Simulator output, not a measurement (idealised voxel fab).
process module | voxel trench capacitor
cross-section cut | 230 nm wide | cells 5 nm
A cross-section is a grid of square cells, given in bands from the top down. A band is one or more rows of cells.
Each band's line starts with the height of the band's top and of its bottom, in nm. Then come its materials from left to right, each with its width in nm. One material with "throughout" fills the band from edge to edge. "air" is empty space.
Height 0 is the level under which the wafer as received is all one material. The lowest band goes on downwards, as in "0 down".
A width such as "30 to 40" changes by the same amount from each row of cells to the next, from the band's top row to its bottom row.
"no change" after a step means that no cell of the cross-section changed.
closed voids: empty space of 8 cells or more with no open way to the top, each as width x height at its distance from the left edge, in nm
after a step's settings: what the simulator itself notes on the step
overlay nm, on a step with a mask: how far to the right of its planned place the mask lay; to the left if negative
plan
1 op RECEIVE | material Si
2 op CONFORMAL_DEP | material SiN | thk nm 5
3 op MASKED_ETCH | tone open | mask id TRENCH | width nm 15 | pitch nm 30 | etch materials SiN | depth nm 5 | overlay nm 0
4 op MASKED_ETCH | tone open | mask id TRENCH | width nm 15 | pitch nm 30 | etch materials Si | depth nm 35 | overlay nm 0
5 op CONFORMAL_DEP | material Al2O3 | thk nm 5
6 op FILL_DEP | material polySi | thk nm 5
7 op CMP | height nm 5
first wafer, as planned
as received, after step 1
  0 down: Si throughout
  closed voids: none
after step 2
  5 to 0: SiN throughout
  below 0: unchanged
after step 3
  5 to 0: SiN 60 | air 15 | SiN 15 | air 15 | SiN 15 | air 15 | SiN 15 | air 15 | SiN 65
  below 0: unchanged
after step 4
  5 to 0: SiN 60 | air 15 | SiN 15 | air 15 | SiN 15 | air 15 | SiN 15 | air 15 | SiN 65
  0 to -35: Si 60 | air 15 | Si 15 | air 15 | Si 15 | air 15 | Si 15 | air 15 | Si 65
  below -35: unchanged
after step 5
  10 to 5: Al2O3 65 | air 5 | Al2O3 25 | air 5 | Al2O3 25 | air 5 | Al2O3 25 | air 5 | Al2O3 70
  5 to 0: SiN 60 | Al2O3 5 | air 5 | Al2O3 5 | SiN 15 | Al2O3 5 | air 5 | Al2O3 5 | SiN 15 | Al2O3 5 | air 5 | Al2O3 5 | SiN 15 | Al2O3 5 | air 5 | Al2O3 5 | SiN 65
  0 to -30: Si 60 | Al2O3 5 | air 5 | Al2O3 5 | Si 15 | Al2O3 5 | air 5 | Al2O3 5 | Si 15 | Al2O3 5 | air 5 | Al2O3 5 | Si 15 | Al2O3 5 | air 5 | Al2O3 5 | Si 65
  -30 to -35: Si 60 | Al2O3 15 | Si 15 | Al2O3 15 | Si 15 | Al2O3 15 | Si 15 | Al2O3 15 | Si 65
  below -35: unchanged
after step 6
  15 to 10: polySi throughout
  10 to 5: Al2O3 65 | polySi 5 | Al2O3 25 | polySi 5 | Al2O3 25 | polySi 5 | Al2O3 25 | polySi 5 | Al2O3 70
  5 to 0: SiN 60 | Al2O3 5 | polySi 5 | Al2O3 5 | SiN 15 | Al2O3 5 | polySi 5 | Al2O3 5 | SiN 15 | Al2O3 5 | polySi 5 | Al2O3 5 | SiN 15 | Al2O3 5 | polySi 5 | Al2O3 5 | SiN 65
  0 to -30: Si 60 | Al2O3 5 | polySi 5 | Al2O3 5 | Si 15 | Al2O3 5 | polySi 5 | Al2O3 5 | Si 15 | Al2O3 5 | polySi 5 | Al2O3 5 | Si 15 | Al2O3 5 | polySi 5 | Al2O3 5 | Si 65
  below -30: unchanged
after step 7
  5 to 0: SiN 60 | Al2O3 5 | polySi 5 | Al2O3 5 | SiN 15 | Al2O3 5 | polySi 5 | Al2O3 5 | SiN 15 | Al2O3 5 | polySi 5 | Al2O3 5 | SiN 15 | Al2O3 5 | polySi 5 | Al2O3 5 | SiN 65
  below 0: unchanged
second wafer: like start, like plan, one mistake. Through step 3 it matches the first wafer
when step 4 should have ended
  5 to 0: SiN 60 | air 15 | SiN 15 | air 15 | SiN 15 | air 15 | SiN 15 | air 15 | SiN 65
  0 to -70: Si 60 | air 15 | Si 15 | air 15 | Si 15 | air 15 | Si 15 | air 15 | Si 65
  below -70: unchanged
when step 5 should have ended
  10 to 5: Al2O3 65 | air 5 | Al2O3 25 | air 5 | Al2O3 25 | air 5 | Al2O3 25 | air 5 | Al2O3 70
  5 to 0: SiN 60 | Al2O3 5 | air 5 | Al2O3 5 | SiN 15 | Al2O3 5 | air 5 | Al2O3 5 | SiN 15 | Al2O3 5 | air 5 | Al2O3 5 | SiN 15 | Al2O3 5 | air 5 | Al2O3 5 | SiN 65
  0 to -65: Si 60 | Al2O3 5 | air 5 | Al2O3 5 | Si 15 | Al2O3 5 | air 5 | Al2O3 5 | Si 15 | Al2O3 5 | air 5 | Al2O3 5 | Si 15 | Al2O3 5 | air 5 | Al2O3 5 | Si 65
  -65 to -70: Si 60 | Al2O3 15 | Si 15 | Al2O3 15 | Si 15 | Al2O3 15 | Si 15 | Al2O3 15 | Si 65
  below -70: unchanged
when step 6 should have ended
  15 to 10: polySi throughout
  10 to 5: Al2O3 65 | polySi 5 | Al2O3 25 | polySi 5 | Al2O3 25 | polySi 5 | Al2O3 25 | polySi 5 | Al2O3 70
  5 to 0: SiN 60 | Al2O3 5 | polySi 5 | Al2O3 5 | SiN 15 | Al2O3 5 | polySi 5 | Al2O3 5 | SiN 15 | Al2O3 5 | polySi 5 | Al2O3 5 | SiN 15 | Al2O3 5 | polySi 5 | Al2O3 5 | SiN 65
  0 to -65: Si 60 | Al2O3 5 | polySi 5 | Al2O3 5 | Si 15 | Al2O3 5 | polySi 5 | Al2O3 5 | Si 15 | Al2O3 5 | polySi 5 | Al2O3 5 | Si 15 | Al2O3 5 | polySi 5 | Al2O3 5 | Si 65
  below -65: unchanged
when step 7 should have ended
  5 to 0: SiN 60 | Al2O3 5 | polySi 5 | Al2O3 5 | SiN 15 | Al2O3 5 | polySi 5 | Al2O3 5 | SiN 15 | Al2O3 5 | polySi 5 | Al2O3 5 | SiN 15 | Al2O3 5 | polySi 5 | Al2O3 5 | SiN 65
  below 0: unchanged
what went wrong: step 4 was run twice
at the end the second wafer has, in cells: 56 more of Al2O3 | 84 fewer of Si | 28 more of polySi
